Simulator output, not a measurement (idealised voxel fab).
process module | voxel released beams
cross-section cut | 265 nm wide | cells 5 nm
A cross-section is a grid of square cells, given in bands from the top down. A band is one or more rows of cells.
Each band's line starts with the height of the band's top and of its bottom, in nm. Then come its materials from left to right, each with its width in nm. One material with "throughout" fills the band from edge to edge. "air" is empty space.
Height 0 is the level under which the wafer as received is all one material. The lowest band goes on downwards, as in "0 down".
A width such as "30 to 40" changes by the same amount from each row of cells to the next, from the band's top row to its bottom row.
"no change" after a step means that no cell of the cross-section changed.
closed voids: empty space of 8 cells or more with no open way to the top, each as width x height at its distance from the left edge, in nm
after a step's settings: what the simulator itself notes on the step
overlay nm, on a step with a mask: how far to the right of its planned place the mask lay; to the left if negative
plan
1 op RECEIVE | material Si
2 op CONFORMAL_DEP | material Al2O3 | thk nm 10
3 op DIRECTIONAL_DEP | material SiO2 | thk nm 10
4 op MASKED_ETCH | tone open | mask id ANCHOR | width nm 40 | etch materials SiO2 | depth nm 10 | overlay nm 0
5 op CONFORMAL_DEP | material W | thk nm 15
6 op MASKED_ETCH | tone cover | mask id BEAM | width nm 90 | etch materials W | depth nm 15 | overlay nm -15
7 op STRIP | etch materials SiO2
varied across the wafers: overlay nm of step 6. The plan shows the first wafer's value. All wafers start alike
first wafer as received, after step 1
  0 down: Si throughout
  closed voids: none
first wafer at the end, after step 7
  35 to 25: air 70 | W 35 | air 10 | W 45 | air 105
  25 to 20: air 70 | W 90 | air 105
  20 to 10: air 90 | W 40 | air 135
  10 to 0: Al2O3 throughout
  0 down: Si throughout
  closed voids: none
last wafer at the end
  35 to 25: air 100 | W 5 | air 10 | W 75 | air 75
  25 to 20: air 100 | W 90 | air 75
  20 to 10: air 90 | W 40 | air 135
  10 to 0: Al2O3 throughout
  0 down: Si throughout
  closed voids: none
each wafer at the end: cells of each material gained (+) or lost (-) since it was received, then its closed voids
overlay nm -15 | +106 Al2O3 | +66 W | closed voids: none
overlay nm -10 | +106 Al2O3 | +66 W | closed voids: none
overlay nm -5 | +106 Al2O3 | +66 W | closed voids: none
overlay nm 0 | +106 Al2O3 | +66 W | closed voids: none
overlay nm 5 | +106 Al2O3 | +66 W | closed voids: none
overlay nm 10 | +106 Al2O3 | +66 W | closed voids: none
overlay nm 15 | +106 Al2O3 | +66 W | closed voids: none
